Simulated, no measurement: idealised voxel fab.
Process module, titled voxel capacitor over wiring
The width of the displayed cross-section, cut, is 155 nm; its cells are square, with a size of 5 nm.
Cross-section format: a grid of square cells, given as bands from top to bottom; each band is one or more rows of cells. In this notation a band is specified by the heights of its top and bottom, in that order and in nm, after which its materials appear from left to right, each paired with its width in nm. The word "full width" attached to a single material means that material fills the band from edge to edge; the word "empty" stands for empty space. Ref level 0: as-received wafer is one material below here. Bottom band extends down with no lower bound ("0 -> down"). Per-row width for "30->40": begins at first number (top row of band), ends at second number (bottom row), increment between rows held constant. Where a step carries "left unchanged", the cross-section came out of it unchanged, cell for cell. The entry titled "Closed void catalog" provides the empty spaces that have no open way to the top, restricted to those of 8 cells or more. Each is presented as width x height at distance, the distance being measured from the left edge, with all three in nm. Whatever follows a step's settings on its line is a remark the simulator itself makes about that step. overlay nm: how far to the right of its planned place the mask lay on this masked step (negative: to the left).

## Planned process steps
1) RECEIVE [material Si]
2) CONFORMAL_DEP [material SiO2] [thk nm 15]
3) DIRECTIONAL_DEP [material TiN] [thk nm 5]
4) DIRECTIONAL_DEP [material Ru] [thk nm 15]
5) DIRECTIONAL_DEP [material aC] [thk nm 15]
6) PATTERN [tone cover] [mask id METAL_1] [material resist] [width nm 25] [pitch nm 95] [thk nm 35] [overlay nm 0]
7) DIRECTIONAL_ETCH [etch materials aC] [depth nm 15]
8) STRIP [etch materials resist]
9) DIRECTIONAL_ETCH [etch materials Ru] [depth nm 15]
10) DIRECTIONAL_ETCH [etch materials TiN] [depth nm 5]
11) STRIP [etch materials aC]
12) CONFORMAL_DEP [material SiCN] [thk nm 5]
13) FILL_DEP [material lowk] [thk nm 10]
14) CMP [height nm 35]
15) CONFORMAL_DEP [material SiCN] [thk nm 5]
16) DIRECTIONAL_DEP [material SiO2] [thk nm 20]
17) DIRECTIONAL_DEP [material aC] [thk nm 10]
18) PATTERN [tone open] [mask id PLUG_1] [material resist] [width nm 15] [thk nm 25] [overlay nm 0]
19) DIRECTIONAL_ETCH [etch materials aC] [depth nm 10]
20) STRIP [etch materials resist]
21) DIRECTIONAL_ETCH [etch materials SiO2] [depth nm 20]
22) DIRECTIONAL_ETCH [etch materials SiCN] [depth nm 5]
23) STRIP [etch materials aC]
24) EPI [material Ru] [thk nm 10]
25) EPI [material Ru] [thk nm 10]
26) EPI [material Ru] [thk nm 5]
27) DIRECTIONAL_DEP [material TiN] [thk nm 10]
28) DIRECTIONAL_DEP [material Al2O3] [thk nm 5]
29) DIRECTIONAL_DEP [material TiN] [thk nm 10]
30) PATTERN [tone cover] [mask id UPPER_PLATE] [material resist] [width nm 75] [thk nm 15] [overlay nm 0]
31) DIRECTIONAL_ETCH [etch materials TiN] [depth nm 10]
32) DIRECTIONAL_ETCH [etch materials Al2O3] [depth nm 5]
33) STRIP [etch materials resist]
34) DIRECTIONAL_DEP [material aC] [thk nm 10]
35) PATTERN [tone cover] [mask id LOWER_PLATE] [material resist] [width nm 85] [thk nm 30] [overlay nm 0]
36) DIRECTIONAL_ETCH [etch materials aC] [depth nm 10]
37) STRIP [etch materials resist]
38) DIRECTIONAL_ETCH [etch materials TiN] [depth nm 10]
39) STRIP [etch materials aC]
40) FILL_DEP [material SiO2] [thk nm 15]
41) CMP [height nm 95]
42) MASKED_ETCH [tone open] [mask id PLUG_2] [width nm 15] [etch materials SiO2] [depth nm 10] [overlay nm 0]
43) CONFORMAL_DEP [material TiN] [thk nm 5]
44) FILL_DEP [material W] [thk nm 5]
45) CMP [height nm 95]
46) CONFORMAL_DEP [material SiCN] [thk nm 5]

## So this is the incoming wafer in cross-section - it's already been through step 1
	0 -> down = Si full width
	Closed void catalog: none

## Module complete - cross-section of the first of two wafers, run according to plan
	100 -> 95 = SiCN full width
	95 -> 90 = SiO2 (35) / TiN (5) / W (5) / TiN (5) / SiO2 (105)
	90 -> 85 = SiO2 (35) / TiN (15) / SiO2 (105)
	85 -> 75 = SiO2 (25) / TiN (75) / SiO2 (55)
	75 -> 70 = SiO2 (25) / Al2O3 (75) / SiO2 (55)
	70 -> 60 = SiO2 (20) / TiN (85) / SiO2 (50)
	60 -> 40 = SiO2 (25) / Ru (15) / SiO2 (115)
	40 -> 35 = SiCN (25) / Ru (15) / SiCN (115)
	35 -> 20 = lowk (10) / SiCN (5) / Ru (25) / SiCN (5) / lowk (60) / SiCN (5) / Ru (25) / SiCN (5) / lowk (15)
	20 -> 15 = SiCN (15) / TiN (25) / SiCN (70) / TiN (25) / SiCN (20)
	15 -> 0 = SiO2 full width
	0 -> down = Si full width
	Closed void catalog: none

## Cross-sectional view of the second of two wafers upon completion of the module. This wafer shared its starting condition and process plan with the first; one error was made during its execution
	100 -> 95 = aC full width
	95 -> 90 = SiO2 (35) / TiN (5) / W (5) / TiN (5) / SiO2 (105)
	90 -> 85 = SiO2 (35) / TiN (15) / SiO2 (105)
	85 -> 75 = SiO2 (25) / TiN (75) / SiO2 (55)
	75 -> 70 = SiO2 (25) / Al2O3 (75) / SiO2 (55)
	70 -> 60 = SiO2 (20) / TiN (85) / SiO2 (50)
	60 -> 40 = SiO2 (25) / Ru (15) / SiO2 (115)
	40 -> 35 = SiCN (25) / Ru (15) / SiCN (115)
	35 -> 20 = lowk (10) / SiCN (5) / Ru (25) / SiCN (5) / lowk (60) / SiCN (5) / Ru (25) / SiCN (5) / lowk (15)
	20 -> 15 = SiCN (15) / TiN (25) / SiCN (70) / TiN (25) / SiCN (20)
	15 -> 0 = SiO2 full width
	0 -> down = Si full width
	Closed void catalog: none
Where did the run depart from the plan? in deviation from the planned setting, step 46 was conducted as CONFORMAL_DEP [material aC] [thk nm 5]
Bottom line after processing is that, in cells, the second wafer is up or down on some materials versus the first: SiCN: 31 fewer | aC: 31 more
